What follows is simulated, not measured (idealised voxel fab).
Herein follows the process module entitled voxel gate over fins.
280 nm wide, 5 nm square cells: that's cross-section cut.
Cross-section layout: square cells on a grid; listed as bands, top to bottom; a band spans one or more cell rows.
Heights first: top, then bottom, in nm. Then materials, left to right, each with a width in nm. "everywhere" on a single material: fills the band edge to edge. "air": empty space.
Note: height 0 marks the level under which the wafer is uniformly one material as received. Lowest band unbounded below, written "0 down".
The two numbers in a width such as "30 to 40" mark its ends across the band: the first belongs to the top row of cells, the second to the bottom row, and from each row to the next the width moves by the same amount.
What does "everything unchanged" mean for a step? It means no cell of the cross-section changed in that step.
Entry "Fully sealed cavities". Content: empty spaces with no open connection to the top, size 8 cells or greater. Each: width x height at distance. Distance: from left edge. Unit: nm.
Whatever follows a step's settings on its line is a remark the simulator itself makes about that step.
If you see "overlay nm" on a step's line and that step has a mask, it's telling you how far right of where it was planned the mask ended up; a negative number means it went left instead.
## Steps planned for the process
| 1 | RECEIVE with material Si |
| 2 | CONFORMAL_DEP with material SiN, thk nm 5 |
| 3 | PATTERN with tone cover, mask id FINS, material resist, width nm 15, pitch nm 55, thk nm 15, overlay nm 0 |
| 4 | DIRECTIONAL_ETCH with etch materials SiN, depth nm 5 |
| 5 | DIRECTIONAL_ETCH with etch materials Si, depth nm 35 |
| 6 | STRIP with etch materials resist |
| 7 | OXIDIZE with depth nm 5 |
| 8 | FILL_DEP with material SiO2, thk nm 15 |
| 9 | CMP with height nm 5 |
| 10 | DIRECTIONAL_DEP with material aC, thk nm 10 |
| 11 | PATTERN with tone open, mask id RAIL, material resist, width nm 15, thk nm 25, overlay nm 0 |
| 12 | DIRECTIONAL_ETCH with etch materials aC, depth nm 10 |
| 13 | STRIP with etch materials resist |
| 14 | DIRECTIONAL_ETCH with etch materials SiO2, depth nm 35 |
| 15 | STRIP with etch materials aC |
| 16 | CONFORMAL_DEP with material TiN, thk nm 5 |
| 17 | FILL_DEP with material W, thk nm 5 |
| 18 | CMP with height nm 5 |
| 19 | SELECTIVE_ETCH with etch materials W Ru TiN, depth nm 25 |
| 20 | FILL_DEP with material SiO2, thk nm 5 |
| 21 | CMP with height nm 5 |
| 22 | SELECTIVE_ETCH with etch materials SiO2, depth nm 15 |
| 23 | STRIP with etch materials SiN |
| 24 | CONFORMAL_DEP with material HfO2, thk nm 5 |
| 25 | CONFORMAL_DEP with material TiN, thk nm 5 |
| 26 | CONFORMAL_DEP with material TiAl, thk nm 5 |
| 27 | CONFORMAL_DEP with material TiN, thk nm 5 |
| 28 | FILL_DEP with material W, thk nm 15 |
| 29 | CMP with height nm 30 |
| 30 | CONFORMAL_DEP with material SiN, thk nm 5 |
## First of two wafers - as planned
## Cross-sectional view of the wafer in its as-received condition, corresponding to the state after step 1
	0 down  Si everywhere
	Fully sealed cavities: none
## Wafer section view after processing step 2
	5 to 0  SiN everywhere
	Heights below 0 show no change.
## Wafer section view after processing step 3
	20 to 5  air: 75 / resist: 15 / air: 40 / resist: 15 / air: 40 / resist: 15 / air: 80
	Heights below 5 show no change.
## Wafer section view after processing step 4
	20 to 5  air: 75 / resist: 15 / air: 40 / resist: 15 / air: 40 / resist: 15 / air: 80
	5 to 0  air: 75 / SiN: 15 / air: 40 / SiN: 15 / air: 40 / SiN: 15 / air: 80
	Heights below 0 show no change.
## Wafer section view after processing step 5
	20 to 5  air: 75 / resist: 15 / air: 40 / resist: 15 / air: 40 / resist: 15 / air: 80
	5 to 0  air: 75 / SiN: 15 / air: 40 / SiN: 15 / air: 40 / SiN: 15 / air: 80
	0 to -35  air: 75 / Si: 15 / air: 40 / Si: 15 / air: 40 / Si: 15 / air: 80
	Heights below -35 show no change.
## Wafer section view after processing step 6
	5 to 0  air: 75 / SiN: 15 / air: 40 / SiN: 15 / air: 40 / SiN: 15 / air: 80
	Heights below 0 show no change.
## Wafer section view after processing step 7
	5 to 0  air: 75 / SiN: 15 / air: 40 / SiN: 15 / air: 40 / SiN: 15 / air: 80
	0 to -35  air: 75 / SiO2: 5 / Si: 5 / SiO2: 5 / air: 40 / SiO2: 5 / Si: 5 / SiO2: 5 / air: 40 / SiO2: 5 / Si: 5 / SiO2: 5 / air: 80
	-35 to -40  SiO2: 80 / Si: 5 / SiO2: 50 / Si: 5 / SiO2: 50 / Si: 5 / SiO2: 85
	Heights below -40 show no change.
## Wafer section view after processing step 8
	20 to 5  SiO2 everywhere
	5 to 0  SiO2: 75 / SiN: 15 / SiO2: 40 / SiN: 15 / SiO2: 40 / SiN: 15 / SiO2: 80
	0 to -40  SiO2: 80 / Si: 5 / SiO2: 50 / Si: 5 / SiO2: 50 / Si: 5 / SiO2: 85
	Heights below -40 show no change.
## Wafer section view after processing step 9
	5 to 0  SiO2: 75 / SiN: 15 / SiO2: 40 / SiN: 15 / SiO2: 40 / SiN: 15 / SiO2: 80
	Heights below 0 show no change.
## Wafer section view after processing step 10
	15 to 5  aC everywhere
	Heights below 5 show no change.
## Wafer section view after processing step 11
	40 to 15  resist: 100 / air: 15 / resist: 165
	Heights below 15 show no change.
## Wafer section view after processing step 12
	30 to 15  resist: 100 / air: 15 / resist: 165
	15 to 5  aC: 100 / air: 15 / aC: 165
	Heights below 5 show no change.
## Wafer section view after processing step 13
	15 to 5  aC: 100 / air: 15 / aC: 165
	Heights below 5 show no change.
## Wafer section view after processing step 14
	15 to 5  aC: 100 / air: 15 / aC: 165
	5 to 0  SiO2: 75 / SiN: 15 / SiO2: 10 / air: 15 / SiO2: 15 / SiN: 15 / SiO2: 40 / SiN: 15 / SiO2: 80
	0 to -30  SiO2: 80 / Si: 5 / SiO2: 15 / air: 15 / SiO2: 20 / Si: 5 / SiO2: 50 / Si: 5 / SiO2: 85
	Heights below -30 show no change.
## Wafer section view after processing step 15
	5 to 0  SiO2: 75 / SiN: 15 / SiO2: 10 / air: 15 / SiO2: 15 / SiN: 15 / SiO2: 40 / SiN: 15 / SiO2: 80
	Heights below 0 show no change.
## Wafer section view after processing step 16
	10 to 5  TiN: 105 / air: 5 / TiN: 170
	5 to 0  SiO2: 75 / SiN: 15 / SiO2: 10 / TiN: 5 / air: 5 / TiN: 5 / SiO2: 15 / SiN: 15 / SiO2: 40 / SiN: 15 / SiO2: 80
	0 to -25  SiO2: 80 / Si: 5 / SiO2: 15 / TiN: 5 / air: 5 / TiN: 5 / SiO2: 20 / Si: 5 / SiO2: 50 / Si: 5 / SiO2: 85
	-25 to -30  SiO2: 80 / Si: 5 / SiO2: 15 / TiN: 15 / SiO2: 20 / Si: 5 / SiO2: 50 / Si: 5 / SiO2: 85
	Heights below -30 show no change.
## Wafer section view after processing step 17
	15 to 10  W everywhere
	10 to 5  TiN: 105 / W: 5 / TiN: 170
	5 to 0  SiO2: 75 / SiN: 15 / SiO2: 10 / TiN: 5 / W: 5 / TiN: 5 / SiO2: 15 / SiN: 15 / SiO2: 40 / SiN: 15 / SiO2: 80
	0 to -25  SiO2: 80 / Si: 5 / SiO2: 15 / TiN: 5 / W: 5 / TiN: 5 / SiO2: 20 / Si: 5 / SiO2: 50 / Si: 5 / SiO2: 85
	Heights below -25 show no change.
## Wafer section view after processing step 18
	5 to 0  SiO2: 75 / SiN: 15 / SiO2: 10 / TiN: 5 / W: 5 / TiN: 5 / SiO2: 15 / SiN: 15 / SiO2: 40 / SiN: 15 / SiO2: 80
	Heights below 0 show no change.
## Wafer section view after processing step 19
	5 to 0  SiO2: 75 / SiN: 15 / SiO2: 10 / air: 15 / SiO2: 15 / SiN: 15 / SiO2: 40 / SiN: 15 / SiO2: 80
	0 to -20  SiO2: 80 / Si: 5 / SiO2: 15 / air: 15 / SiO2: 20 / Si: 5 / SiO2: 50 / Si: 5 / SiO2: 85
	Heights below -20 show no change.
## Wafer section view after processing step 20
	10 to 5  SiO2 everywhere
	5 to 0  SiO2: 75 / SiN: 15 / SiO2: 40 / SiN: 15 / SiO2: 40 / SiN: 15 / SiO2: 80
	0 to -20  SiO2: 80 / Si: 5 / SiO2: 50 / Si: 5 / SiO2: 50 / Si: 5 / SiO2: 85
	Heights below -20 show no change.
## Wafer section view after processing step 21
	5 to 0  SiO2: 75 / SiN: 15 / SiO2: 40 / SiN: 15 / SiO2: 40 / SiN: 15 / SiO2: 80
	Heights below 0 show no change.
## Wafer section view after processing step 22
	5 to 0  air: 75 / SiN: 15 / air: 40 / SiN: 15 / air: 40 / SiN: 15 / air: 80
	0 to -10  air: 80 / Si: 5 / air: 50 / Si: 5 / air: 50 / Si: 5 / air: 85
	Heights below -10 show no change.
## Wafer section view after processing step 23
	0 to -10  air: 80 / Si: 5 / air: 50 / Si: 5 / air: 50 / Si: 5 / air: 85
	Heights below -10 show no change.
## Wafer section view after processing step 24
	5 to 0  air: 75 / HfO2: 15 / air: 40 / HfO2: 15 / air: 40 / HfO2: 15 / air: 80
	0 to -5  air: 75 / HfO2: 5 / Si: 5 / HfO2: 5 / air: 40 / HfO2: 5 / Si: 5 / HfO2: 5 / air: 40 / HfO2: 5 / Si: 5 / HfO2: 5 / air: 80
	-5 to -10  HfO2: 80 / Si: 5 / HfO2: 50 / Si: 5 / HfO2: 50 / Si: 5 / HfO2: 85
	Heights below -10 show no change.
## Wafer section view after processing step 25
	10 to 5  air: 70 / TiN: 25 / air: 30 / TiN: 25 / air: 30 / TiN: 25 / air: 75
	5 to 0  air: 70 / TiN: 5 / HfO2: 15 / TiN: 5 / air: 30 / TiN: 5 / HfO2: 15 / TiN: 5 / air: 30 / TiN: 5 / HfO2: 15 / TiN: 5 / air: 75
	0 to -5  TiN: 75 / HfO2: 5 / Si: 5 / HfO2: 5 / TiN: 40 / HfO2: 5 / Si: 5 / HfO2: 5 / TiN: 40 / HfO2: 5 / Si: 5 / HfO2: 5 / TiN: 80
	Heights below -5 show no change.
## Wafer section view after processing step 26
	15 to 10  air: 65 / TiAl: 35 / air: 20 / TiAl: 35 / air: 20 / TiAl: 35 / air: 70
	10 to 5  air: 65 / TiAl: 5 / TiN: 25 / TiAl: 5 / air: 20 / TiAl: 5 / TiN: 25 / TiAl: 5 / air: 20 / TiAl: 5 / TiN: 25 / TiAl: 5 / air: 70
	5 to 0  TiAl: 70 / TiN: 5 / HfO2: 15 / TiN: 5 / TiAl: 30 / TiN: 5 / HfO2: 15 / TiN: 5 / TiAl: 30 / TiN: 5 / HfO2: 15 / TiN: 5 / TiAl: 75
	Heights below 0 show no change.
## Wafer section view after processing step 27
	20 to 15  air: 60 / TiN: 45 / air: 10 / TiN: 45 / air: 10 / TiN: 45 / air: 65
	15 to 10  air: 60 / TiN: 5 / TiAl: 35 / TiN: 5 / air: 10 / TiN: 5 / TiAl: 35 / TiN: 5 / air: 10 / TiN: 5 / TiAl: 35 / TiN: 5 / air: 65
	10 to 5  TiN: 65 / TiAl: 5 / TiN: 25 / TiAl: 5 / TiN: 20 / TiAl: 5 / TiN: 25 / TiAl: 5 / TiN: 20 / TiAl: 5 / TiN: 25 / TiAl: 5 / TiN: 70
	Heights below 5 show no change.
## Wafer section view after processing step 28
	35 to 20  W everywhere
	20 to 15  W: 60 / TiN: 45 / W: 10 / TiN: 45 / W: 10 / TiN: 45 / W: 65
	15 to 10  W: 60 / TiN: 5 / TiAl: 35 / TiN: 5 / W: 10 / TiN: 5 / TiAl: 35 / TiN: 5 / W: 10 / TiN: 5 / TiAl: 35 / TiN: 5 / W: 65
	Heights below 10 show no change.
## Wafer section view after processing step 29
	30 to 20  W everywhere
	Heights below 20 show no change.
## Wafer section view after processing step 30
	35 to 30  SiN everywhere
	Heights below 30 show no change.
## Okay, second wafer. Nothing different at the start, nothing different in the plan, just one mistake somewhere in the running. As far as step 2, counting that step, it's the first wafer all over again
## Cross-sectional view of the second wafer at the intended end time of process step 3
	20 to 5  resist: 75 / air: 15 / resist: 40 / air: 15 / resist: 40 / air: 15 / resist: 80
	Heights below 5 show no change.
## Cross-sectional view of the second wafer at the intended end time of process step 4
	20 to 5  resist: 75 / air: 15 / resist: 40 / air: 15 / resist: 40 / air: 15 / resist: 80
	5 to 0  SiN: 75 / air: 15 / SiN: 40 / air: 15 / SiN: 40 / air: 15 / SiN: 80
	Heights below 0 show no change.
## Cross-sectional view of the second wafer at the intended end time of process step 5
	20 to 5  resist: 75 / air: 15 / resist: 40 / air: 15 / resist: 40 / air: 15 / resist: 80
	5 to 0  SiN: 75 / air: 15 / SiN: 40 / air: 15 / SiN: 40 / air: 15 / SiN: 80
	0 to -35  Si: 75 / air: 15 / Si: 40 / air: 15 / Si: 40 / air: 15 / Si: 80
	Heights below -35 show no change.
## Cross-sectional view of the second wafer at the intended end time of process step 6
	5 to 0  SiN: 75 / air: 15 / SiN: 40 / air: 15 / SiN: 40 / air: 15 / SiN: 80
	Heights below 0 show no change.
## Cross-sectional view of the second wafer at the intended end time of process step 7
	5 to 0  SiN: 75 / air: 15 / SiN: 40 / air: 15 / SiN: 40 / air: 15 / SiN: 80
	0 to -35  Si: 70 / SiO2: 5 / air: 15 / SiO2: 5 / Si: 30 / SiO2: 5 / air: 15 / SiO2: 5 / Si: 30 / SiO2: 5 / air: 15 / SiO2: 5 / Si: 75
	-35 to -40  Si: 70 / SiO2: 25 / Si: 30 / SiO2: 25 / Si: 30 / SiO2: 25 / Si: 75
	Heights below -40 show no change.
## Cross-sectional view of the second wafer at the intended end time of process step 8
	20 to 5  SiO2 everywhere
	5 to 0  SiN: 75 / SiO2: 15 / SiN: 40 / SiO2: 15 / SiN: 40 / SiO2: 15 / SiN: 80
	0 to -40  Si: 70 / SiO2: 25 / Si: 30 / SiO2: 25 / Si: 30 / SiO2: 25 / Si: 75
	Heights below -40 show no change.
## Cross-sectional view of the second wafer at the intended end time of process step 9
	5 to 0  SiN: 75 / SiO2: 15 / SiN: 40 / SiO2: 15 / SiN: 40 / SiO2: 15 / SiN: 80
	Heights below 0 show no change.
## Cross-sectional view of the second wafer at the intended end time of process step 10
	15 to 5  aC everywhere
	Heights below 5 show no change.
## Cross-sectional view of the second wafer at the intended end time of process step 11
	40 to 15  resist: 100 / air: 15 / resist: 165
	Heights below 15 show no change.
## Cross-sectional view of the second wafer at the intended end time of process step 12
	30 to 15  resist: 100 / air: 15 / resist: 165
	15 to 5  aC: 100 / air: 15 / aC: 165
	Heights below 5 show no change.
## Cross-sectional view of the second wafer at the intended end time of process step 13
	15 to 5  aC: 100 / air: 15 / aC: 165
	Heights below 5 show no change.
Cross-sectional view of the second wafer at the intended end time of process step 14: everything unchanged
## Cross-sectional view of the second wafer at the intended end time of process step 15
	5 to 0  SiN: 75 / SiO2: 15 / SiN: 40 / SiO2: 15 / SiN: 40 / SiO2: 15 / SiN: 80
	Heights below 0 show no change.
## Cross-sectional view of the second wafer at the intended end time of process step 16
	10 to 5  TiN everywhere
	Heights below 5 show no change.
## Cross-sectional view of the second wafer at the intended end time of process step 17
	15 to 10  W everywhere
	Heights below 10 show no change.
## Cross-sectional view of the second wafer at the intended end time of process step 18
	5 to 0  SiN: 75 / SiO2: 15 / SiN: 40 / SiO2: 15 / SiN: 40 / SiO2: 15 / SiN: 80
	Heights below 0 show no change.
Cross-sectional view of the second wafer at the intended end time of process step 19: everything unchanged
## Cross-sectional view of the second wafer at the intended end time of process step 20
	10 to 5  SiO2 everywhere
	Heights below 5 show no change.
## Cross-sectional view of the second wafer at the intended end time of process step 21
	5 to 0  SiN: 75 / SiO2: 15 / SiN: 40 / SiO2: 15 / SiN: 40 / SiO2: 15 / SiN: 80
	Heights below 0 show no change.
## Cross-sectional view of the second wafer at the intended end time of process step 22
	5 to 0  SiN: 75 / air: 15 / SiN: 40 / air: 15 / SiN: 40 / air: 15 / SiN: 80
	0 to -10  Si: 70 / air: 25 / Si: 30 / air: 25 / Si: 30 / air: 25 / Si: 75
	Heights below -10 show no change.
## Cross-sectional view of the second wafer at the intended end time of process step 23
	0 to -10  Si: 70 / air: 25 / Si: 30 / air: 25 / Si: 30 / air: 25 / Si: 75
	Heights below -10 show no change.
## Cross-sectional view of the second wafer at the intended end time of process step 24
	5 to 0  HfO2: 75 / air: 15 / HfO2: 40 / air: 15 / HfO2: 40 / air: 15 / HfO2: 80
	0 to -5  Si: 70 / HfO2: 5 / air: 15 / HfO2: 5 / Si: 30 / HfO2: 5 / air: 15 / HfO2: 5 / Si: 30 / HfO2: 5 / air: 15 / HfO2: 5 / Si: 75
	-5 to -10  Si: 70 / HfO2: 25 / Si: 30 / HfO2: 25 / Si: 30 / HfO2: 25 / Si: 75
	Heights below -10 show no change.
## Cross-sectional view of the second wafer at the intended end time of process step 25
	10 to 5  TiN: 80 / air: 5 / TiN: 50 / air: 5 / TiN: 50 / air: 5 / TiN: 85
	5 to 0  HfO2: 75 / TiN: 5 / air: 5 / TiN: 5 / HfO2: 40 / TiN: 5 / air: 5 / TiN: 5 / HfO2: 40 / TiN: 5 / air: 5 / TiN: 5 / HfO2: 80
	0 to -5  Si: 70 / HfO2: 5 / TiN: 15 / HfO2: 5 / Si: 30 / HfO2: 5 / TiN: 15 / HfO2: 5 / Si: 30 / HfO2: 5 / TiN: 15 / HfO2: 5 / Si: 75
	Heights below -5 show no change.
## Cross-sectional view of the second wafer at the intended end time of process step 26
	15 to 10  TiAl everywhere
	10 to 5  TiN: 80 / TiAl: 5 / TiN: 50 / TiAl: 5 / TiN: 50 / TiAl: 5 / TiN: 85
	5 to 0  HfO2: 75 / TiN: 5 / TiAl: 5 / TiN: 5 / HfO2: 40 / TiN: 5 / TiAl: 5 / TiN: 5 / HfO2: 40 / TiN: 5 / TiAl: 5 / TiN: 5 / HfO2: 80
	Heights below 0 show no change.
## Cross-sectional view of the second wafer at the intended end time of process step 27
	20 to 15  TiN everywhere
	Heights below 15 show no change.
## Cross-sectional view of the second wafer at the intended end time of process step 28
	35 to 20  W everywhere
	Heights below 20 show no change.
## Cross-sectional view of the second wafer at the intended end time of process step 29
	30 to 20  W everywhere
	Heights below 20 show no change.
## Cross-sectional view of the second wafer at the intended end time of process step 30
	35 to 30  SiN everywhere
	Heights below 30 show no change.
Run error: for step 3, the planned setting was not used; the step was instead run as PATTERN with tone open, mask id FINS, material resist, width nm 15, pitch nm 55, thk nm 15, overlay nm 0
The final cell counts differ between the wafers, with the second having more or fewer of some materials than the first: Si +304; SiO2 -222; TiAl -6; TiN -17; W -59
